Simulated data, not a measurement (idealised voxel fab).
The following process module bears the name voxel transistor to metal.
The cross-section on display is named cut; it measures 190 nm wide, and its cells are 5 nm squares.
Format of a cross-section: grid, square cells. Given as bands. Order: top down. Band: one or more rows of cells.
What a band's entry tells you: where the top is and where the bottom is, as heights in nm, and after that what lies inside, material by material from left to right, each with its width in nm. Empty space is written as the word "air", and a single material marked with the word "all across" occupies the band from edge to edge.
Where do heights start? At 0: under that level the wafer as delivered is made of one material only. And the lowest band has no floor; it just carries on downward, as in "0 nm and below".
When a width is written as two numbers, as in "30 to 40", the first number is the width in the top row of cells of the band and the second is the width in its bottom row, and the width changes by the same amount from each row to the next.
You'll sometimes find "no alterations made" written for a step, and that's the way of saying that nowhere in the cross-section did a cell change during that step.
In the "Sealed internal voids" entry, you get each enclosed empty space of 8 cells or more, one with no open way to the top, written width x height at distance, distance from the left edge, in nm.
What comes after the settings on a step's line is commentary from the simulator itself on that step.
On any step carrying a mask, the "overlay nm" setting, if present on the step's line, tells how far right of its planned place the mask lay; negative values point to the left.
Steps in the process plan:
1: RECEIVE [material Si]
2: CONFORMAL_DEP [material SiO2] [thk nm 5]
3: CONFORMAL_DEP [material SiN] [thk nm 15]
4: MASKED_ETCH [tone cover] [mask id ACTIVE] [width nm 115] [etch materials SiN] [depth nm 15] [overlay nm 0]
5: MASKED_ETCH [tone cover] [mask id ACTIVE] [width nm 115] [etch materials SiO2] [depth nm 5] [overlay nm 0]
6: MASKED_ETCH [tone cover] [mask id ACTIVE] [width nm 115] [etch materials Si] [depth nm 20] [overlay nm 0]
7: FILL_DEP [material SiO2] [thk nm 5]
8: CMP [height nm 20]
9: SELECTIVE_ETCH [etch materials SiO2] [depth nm 10]
10: STRIP [etch materials SiN]
11: SELECTIVE_ETCH [etch materials SiO2] [depth nm 5]
12: OXIDIZE [depth nm 5]
13: DIRECTIONAL_DEP [material polySi] [thk nm 30]
14: DIRECTIONAL_DEP [material SiCN] [thk nm 15]
15: DIRECTIONAL_DEP [material aC] [thk nm 10]
16: PATTERN [tone cover] [mask id GATE] [material resist] [width nm 25] [thk nm 25] [overlay nm 0]
17: DIRECTIONAL_ETCH [etch materials aC] [depth nm 10]
18: STRIP [etch materials resist]
19: DIRECTIONAL_ETCH [etch materials SiCN] [depth nm 25]
20: DIRECTIONAL_ETCH [etch materials polySi] [depth nm 40]
21: STRIP [etch materials aC]
22: CONFORMAL_DEP [material SiN] [thk nm 5]
23: DIRECTIONAL_ETCH [etch materials SiN] [depth nm 5]
24: DIRECTIONAL_ETCH [etch materials SiO2] [depth nm 5]
25: DIRECTIONAL_ETCH [etch materials Si] [depth nm 5]
26: EPI [material nSi] [thk nm 5]
27: FILL_DEP [material SiO2] [thk nm 5]
28: CMP [height nm 30]
29: STRIP [etch materials polySi]
30: SELECTIVE_ETCH [etch materials SiO2] [depth nm 5]
31: CONFORMAL_DEP [material HfO2] [thk nm 5]
32: CONFORMAL_DEP [material TiN] [thk nm 5]
33: FILL_DEP [material W] [thk nm 5]
34: CMP [height nm 25]
35: DIRECTIONAL_DEP [material SiO2] [thk nm 10]
36: DIRECTIONAL_DEP [material aC] [thk nm 15]
37: PATTERN [tone open] [mask id CONTACT] [material resist] [width nm 20] [pitch nm 85] [thk nm 35] [overlay nm 0]
38: DIRECTIONAL_ETCH [etch materials aC] [depth nm 15]
39: STRIP [etch materials resist]
40: DIRECTIONAL_ETCH [etch materials SiO2] [depth nm 40]
41: STRIP [etch materials aC]
42: CONFORMAL_DEP [material TiN] [thk nm 5]
43: FILL_DEP [material W] [thk nm 5]
44: CMP [height nm 35]
45: DIRECTIONAL_DEP [material TiN] [thk nm 5]
46: DIRECTIONAL_DEP [material Ru] [thk nm 25]
47: PATTERN [tone cover] [mask id METAL_1] [material resist] [width nm 20] [pitch nm 85] [thk nm 20] [overlay nm 0]
48: DIRECTIONAL_ETCH [etch materials Ru] [depth nm 25]
49: DIRECTIONAL_ETCH [etch materials TiN] [depth nm 5]
50: STRIP [etch materials resist]
51: FILL_DEP [material lowk] [thk nm 5]
52: CMP [height nm 65]
53: CONFORMAL_DEP [material SiCN] [thk nm 5]
54: DIRECTIONAL_DEP [material SiO2] [thk nm 30]
55: DIRECTIONAL_DEP [material aC] [thk nm 15]
56: PATTERN [tone open] [mask id METAL_2] [material resist] [width nm 20] [pitch nm 85] [thk nm 30] [overlay nm 0]
57: DIRECTIONAL_ETCH [etch materials aC] [depth nm 15]
58: STRIP [etch materials resist]
59: DIRECTIONAL_ETCH [etch materials SiO2] [depth nm 15]
60: STRIP [etch materials aC]
61: DIRECTIONAL_DEP [material aC] [thk nm 15]
62: PATTERN [tone open] [mask id METAL_2_HOLES] [material resist] [width nm 15] [pitch nm 85] [thk nm 35] [overlay nm 0]
63: DIRECTIONAL_ETCH [etch materials aC] [depth nm 15]
64: STRIP [etch materials resist]
65: DIRECTIONAL_ETCH [etch materials SiO2] [depth nm 15]
66: DIRECTIONAL_ETCH [etch materials SiCN] [depth nm 5]
67: STRIP [etch materials aC]
68: CONFORMAL_DEP [material TiN] [thk nm 5]
69: FILL_DEP [material Cu] [thk nm 5]
70: CMP [height nm 100]
71: CONFORMAL_DEP [material SiCN] [thk nm 5]
Cross-section of the wafer at receipt, which is the condition after step 1:
- 0 nm and below: Si all across
- Sealed internal voids: none
Post-module cross-section of the first of two wafers (run per plan):
- 105 nm to 100 nm: SiCN all across
- 100 nm to 90 nm: SiO2 (40)  TiN (5)  Cu (10)  TiN (5)  SiO2 (65)  TiN (5)  Cu (10)  TiN (5)  SiO2 (45)
- 90 nm to 85 nm: SiO2 (40)  TiN (5)  Cu (5)  TiN (10)  SiO2 (65)  TiN (5)  Cu (5)  TiN (10)  SiO2 (45)
- 85 nm to 70 nm: SiO2 (40)  TiN (5)  Cu (5)  TiN (5)  SiO2 (70)  TiN (5)  Cu (5)  TiN (5)  SiO2 (50)
- 70 nm to 65 nm: SiCN (40)  TiN (15)  SiCN (70)  TiN (15)  SiCN (50)
- 65 nm to 40 nm: lowk (40)  Ru (20)  lowk (65)  Ru (20)  lowk (45)
- 40 nm to 35 nm: lowk (40)  TiN (20)  lowk (65)  TiN (20)  lowk (45)
- 35 nm to 25 nm: SiO2 (40)  TiN (5)  W (10)  TiN (5)  SiO2 (65)  TiN (5)  W (10)  TiN (5)  SiO2 (45)
- 25 nm to 5 nm: SiO2 (40)  TiN (5)  W (10)  TiN (5)  SiO2 (15)  SiN (5)  HfO2 (5)  TiN (5)  W (5)  TiN (5)  HfO2 (5)  SiN (5)  SiO2 (15)  TiN (5)  W (10)  TiN (5)  SiO2 (45)
- 5 nm to 0 nm: SiO2 (30)  SiN (5)  SiO2 (5)  TiN (5)  W (10)  TiN (5)  SiO2 (15)  SiN (5)  HfO2 (5)  TiN (15)  HfO2 (5)  SiN (5)  SiO2 (15)  TiN (5)  W (10)  TiN (5)  SiO2 (5)  SiN (5)  SiO2 (35)
- 0 nm to -5 nm: SiO2 (40)  TiN (20)  SiO2 (10)  nSi (5)  HfO2 (35)  nSi (5)  SiO2 (10)  TiN (20)  SiO2 (45)
- -5 nm to -10 nm: SiO2 (35)  nSi (40)  Si (35)  nSi (40)  SiO2 (40)
- -10 nm to -20 nm: SiO2 (35)  Si (115)  SiO2 (40)
- -20 nm and below: Si all across
- Sealed internal voids: none
Second wafer through the module, sectioned at the end: same beginning and same plan as the first wafer, with one mistake in carrying it out:
- 105 nm to 100 nm: SiCN all across
- 100 nm to 75 nm: SiO2 (40)  TiN (5)  Cu (10)  TiN (5)  SiO2 (65)  TiN (5)  Cu (10)  TiN (5)  SiO2 (45)
- 75 nm to 70 nm: SiO2 (40)  TiN (5)  Cu (5)  TiN (10)  SiO2 (65)  TiN (5)  Cu (5)  TiN (10)  SiO2 (45)
- 70 nm to 65 nm: SiCN (40)  TiN (15)  SiCN (70)  TiN (15)  SiCN (50)
- 65 nm to 40 nm: lowk (40)  Ru (20)  lowk (65)  Ru (20)  lowk (45)
- 40 nm to 35 nm: lowk (40)  TiN (20)  lowk (65)  TiN (20)  lowk (45)
- 35 nm to 25 nm: SiO2 (40)  TiN (5)  W (10)  TiN (5)  SiO2 (65)  TiN (5)  W (10)  TiN (5)  SiO2 (45)
- 25 nm to 5 nm: SiO2 (40)  TiN (5)  W (10)  TiN (5)  SiO2 (15)  SiN (5)  HfO2 (5)  TiN (5)  W (5)  TiN (5)  HfO2 (5)  SiN (5)  SiO2 (15)  TiN (5)  W (10)  TiN (5)  SiO2 (45)
- 5 nm to 0 nm: SiO2 (30)  SiN (5)  SiO2 (5)  TiN (5)  W (10)  TiN (5)  SiO2 (15)  SiN (5)  HfO2 (5)  TiN (15)  HfO2 (5)  SiN (5)  SiO2 (15)  TiN (5)  W (10)  TiN (5)  SiO2 (5)  SiN (5)  SiO2 (35)
- 0 nm to -5 nm: SiO2 (40)  TiN (20)  SiO2 (10)  nSi (5)  HfO2 (35)  nSi (5)  SiO2 (10)  TiN (20)  SiO2 (45)
- -5 nm to -10 nm: SiO2 (35)  nSi (40)  Si (35)  nSi (40)  SiO2 (40)
- -10 nm to -20 nm: SiO2 (35)  Si (115)  SiO2 (40)
- -20 nm and below: Si all across
- Sealed internal voids: none
What was done differently from what was planned? twice over, step 59 of the plan was run
It is noted that, at the conclusion of processing, the second wafer exhibits a higher or lower cell count for certain materials relative to the first: +6 Cu, -6 SiO2
